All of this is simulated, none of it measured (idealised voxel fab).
voxel gate over fins: a process module
The cross-section on display is named cut; it measures 300 nm wide, and its cells are 5 nm squares.
Reading order for cross-sections: top band down to bottom band. Underlying form: a grid of square cells. Band size: one or more rows of cells.
Heights first: top, then bottom, in nm. Then materials, left to right, each with a width in nm. "all across" on a single material: fills the band edge to edge. "empty": empty space.
We count height from 0. Below that, the starting wafer is all one material. The lowest band never ends at the bottom but goes on down; see "0..down" for how that is written.
A width such as "30 to 40" changes by the same amount from each row of cells to the next, from the band's top row to its bottom row.
"no modification" means the step left every cell of the cross-section as it was.
In the "Closed-off voids" entry, you get each enclosed empty space of 8 cells or more, one with no open way to the top, written width x height at distance, distance from the left edge, in nm.
after a step's settings: what the simulator itself notes on the step
The optional step-line setting "overlay nm" applies to steps with a mask and quantifies how far to the right of its planned location the mask lay, a negative value indicating leftward placement.
Planned step list for the process
- 1: RECEIVE: material Si
- 2: CONFORMAL_DEP: material SiN, thk nm 10
- 3: PATTERN: tone cover, mask id FINS, material resist, width nm 15, pitch nm 40, thk nm 15, overlay nm 0
- 4: DIRECTIONAL_ETCH: etch materials SiN, depth nm 10
- 5: DIRECTIONAL_ETCH: etch materials Si, depth nm 30
- 6: STRIP: etch materials resist
- 7: OXIDIZE: depth nm 5
- 8: FILL_DEP: material SiO2, thk nm 15
- 9: CMP: height nm 10
- 10: SELECTIVE_ETCH: etch materials SiO2, depth nm 20
- 11: STRIP: etch materials SiN
- 12: CONFORMAL_DEP: material HfO2, thk nm 5
- 13: CONFORMAL_DEP: material TiN, thk nm 5
- 14: CONFORMAL_DEP: material TiAl, thk nm 5
- 15: CONFORMAL_DEP: material TiN, thk nm 5
- 16: FILL_DEP: material W, thk nm 10
- 17: CMP: height nm 25
- 18: CONFORMAL_DEP: material SiN, thk nm 10
As-received wafer cross-section (after step 1)
	0..down  Si all across
	Closed-off voids: none
Final wafer profile in cross-section after the module, from the same start and plan as above, with one mistake made during processing
	35..25  SiN all across
	25..20  W all across
	20..15  W: 105 / TiN: 85 / W: 110
	15..10  W: 105 / TiN: 5 / TiAl: 35 / TiN: 5 / TiAl: 35 / TiN: 5 / W: 110
	10..5  W: 105 / TiN: 5 / TiAl: 5 / TiN: 25 / TiAl: 5 / TiN: 5 / TiAl: 5 / TiN: 25 / TiAl: 5 / TiN: 5 / W: 110
	5..0  W: 105 / TiN: 5 / TiAl: 5 / TiN: 5 / HfO2: 15 / TiN: 5 / TiAl: 5 / TiN: 5 / TiAl: 5 / TiN: 5 / HfO2: 15 / TiN: 5 / TiAl: 5 / TiN: 5 / W: 110
	0..-10  W: 105 / TiN: 5 / TiAl: 5 / TiN: 5 / HfO2: 5 / Si: 5 / HfO2: 5 / TiN: 5 / TiAl: 5 / TiN: 5 / TiAl: 5 / TiN: 5 / HfO2: 5 / Si: 5 / HfO2: 5 / TiN: 5 / TiAl: 5 / TiN: 5 / W: 110
	-10..-15  TiN: 110 / TiAl: 5 / TiN: 5 / HfO2: 5 / Si: 5 / HfO2: 5 / TiN: 5 / TiAl: 5 / TiN: 5 / TiAl: 5 / TiN: 5 / HfO2: 5 / Si: 5 / HfO2: 5 / TiN: 5 / TiAl: 5 / TiN: 115
	-15..-20  TiAl: 115 / TiN: 5 / HfO2: 5 / Si: 5 / HfO2: 5 / TiN: 5 / TiAl: 15 / TiN: 5 / HfO2: 5 / Si: 5 / HfO2: 5 / TiN: 5 / TiAl: 120
	-20..-25  TiN: 120 / HfO2: 5 / Si: 5 / HfO2: 5 / TiN: 25 / HfO2: 5 / Si: 5 / HfO2: 5 / TiN: 125
	-25..-30  HfO2: 125 / Si: 5 / HfO2: 35 / Si: 5 / HfO2: 130
	-30..-35  SiO2: 125 / Si: 5 / SiO2: 35 / Si: 5 / SiO2: 130
	-35..down  Si all across
	Closed-off voids: none
Finding, execution versus plan: plan step 10 was twice executed
